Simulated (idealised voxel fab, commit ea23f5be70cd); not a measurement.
The process module that follows is named voxel fin reveal.
290 nm wide, 5 nm square cells: that's cross-section cut.
Cross-section layout: square cells on a grid; listed as bands, top to bottom; a band spans one or more cell rows. What a band's entry tells you: where the top is and where the bottom is, as heights in nm, and after that what lies inside, material by material from left to right, each with its width in nm. Empty space is written as the word "air", and a single material marked with the word "full width" occupies the band from edge to edge. A quick word on heights: they are counted from 0, and under that level the wafer as it came to us is one material throughout. The lowest band is different from the rest in having no bottom; it simply continues downward, written as in "top 0, no bottom". So if you see something like "30->40" for the width, read it as the top row of the band sitting at the first number and the bottom row at the second, with every row in between moving by the same amount as the last. The designation "all unchanged", where it is given for a processing step, indicates that no cell of the cross-section was altered in the course of that step. "Voids lacking openings" - sealed voids, min. 8 cells, no opening to top; format: width x height at distance (distance from left edge; nm throughout). Note: text after step settings on the step line = simulator remark on that step. overlay nm: mask offset rightward from planned place, masked step; negative means leftward offset.

Set out below are the planned steps of the process
1. RECEIVE,material Si
2. CONFORMAL_DEP,material SiN,thk nm 5
3. MASKED_ETCH,tone cover,mask id FINS,width nm 15,pitch nm 45,etch materials SiN,depth nm 5,overlay nm 0
4. MASKED_ETCH,tone cover,mask id FINS,width nm 15,pitch nm 45,etch materials Si,depth nm 40,overlay nm 0
5. FILL_DEP,material SiO2,thk nm 10
6. CMP,height nm 5
7. SELECTIVE_ETCH,etch materials SiO2,depth nm 20
8. STRIP,etch materials SiN
9. CONFORMAL_DEP,material HfO2,thk nm 5

First of two wafers - as planned

Here's what the wafer looked like in cross-section when it arrived - that's after step 1
> top 0, no bottom  Si full width
> Voids lacking openings: none

Sectional view: wafer, after step 2
> top 5, bottom 0  SiN full width
> Under the height 0 nothing was changed.

Sectional view: wafer, after step 3
> top 5, bottom 0  70 nm air | 15 nm SiN | 30 nm air | 15 nm SiN | 30 nm air | 15 nm SiN | 30 nm air | 15 nm SiN | 70 nm air
> Under the height 0 nothing was changed.

Sectional view: wafer, after step 4
> top 5, bottom 0  70 nm air | 15 nm SiN | 30 nm air | 15 nm SiN | 30 nm air | 15 nm SiN | 30 nm air | 15 nm SiN | 70 nm air
> top 0, bottom -40  70 nm air | 15 nm Si | 30 nm air | 15 nm Si | 30 nm air | 15 nm Si | 30 nm air | 15 nm Si | 70 nm air
> Under the height -40 nothing was changed.

Sectional view: wafer, after step 5
> top 15, bottom 5  SiO2 full width
> top 5, bottom 0  70 nm SiO2 | 15 nm SiN | 30 nm SiO2 | 15 nm SiN | 30 nm SiO2 | 15 nm SiN | 30 nm SiO2 | 15 nm SiN | 70 nm SiO2
> top 0, bottom -40  70 nm SiO2 | 15 nm Si | 30 nm SiO2 | 15 nm Si | 30 nm SiO2 | 15 nm Si | 30 nm SiO2 | 15 nm Si | 70 nm SiO2
> Under the height -40 nothing was changed.

Sectional view: wafer, after step 6
> top 5, bottom 0  70 nm SiO2 | 15 nm SiN | 30 nm SiO2 | 15 nm SiN | 30 nm SiO2 | 15 nm SiN | 30 nm SiO2 | 15 nm SiN | 70 nm SiO2
> Under the height 0 nothing was changed.

Sectional view: wafer, after step 7
> top 5, bottom 0  70 nm air | 15 nm SiN | 30 nm air | 15 nm SiN | 30 nm air | 15 nm SiN | 30 nm air | 15 nm SiN | 70 nm air
> top 0, bottom -15  70 nm air | 15 nm Si | 30 nm air | 15 nm Si | 30 nm air | 15 nm Si | 30 nm air | 15 nm Si | 70 nm air
> Under the height -15 nothing was changed.

Sectional view: wafer, after step 8
> top 0, bottom -15  70 nm air | 15 nm Si | 30 nm air | 15 nm Si | 30 nm air | 15 nm Si | 30 nm air | 15 nm Si | 70 nm air
> Under the height -15 nothing was changed.

Sectional view: wafer, after step 9
> top 5, bottom 0  65 nm air | 25 nm HfO2 | 20 nm air | 25 nm HfO2 | 20 nm air | 25 nm HfO2 | 20 nm air | 25 nm HfO2 | 65 nm air
> top 0, bottom -10  65 nm air | 5 nm HfO2 | 15 nm Si | 5 nm HfO2 | 20 nm air | 5 nm HfO2 | 15 nm Si | 5 nm HfO2 | 20 nm air | 5 nm HfO2 | 15 nm Si | 5 nm HfO2 | 20 nm air | 5 nm HfO2 | 15 nm Si | 5 nm HfO2 | 65 nm air
> top -10, bottom -15  70 nm HfO2 | 15 nm Si | 30 nm HfO2 | 15 nm Si | 30 nm HfO2 | 15 nm Si | 30 nm HfO2 | 15 nm Si | 70 nm HfO2
> Under the height -15 nothing was changed.

Wafer two. Identical start, identical plan. One mistake in execution. Identical history through step 8

Second wafer: cross-section at the scheduled end of step 9: all unchanged
Deviation noted in wafer processing: plan step 9 was not performed, having been skipped
Final cells, second wafer relative to first, materials higher or lower: HfO2 -82
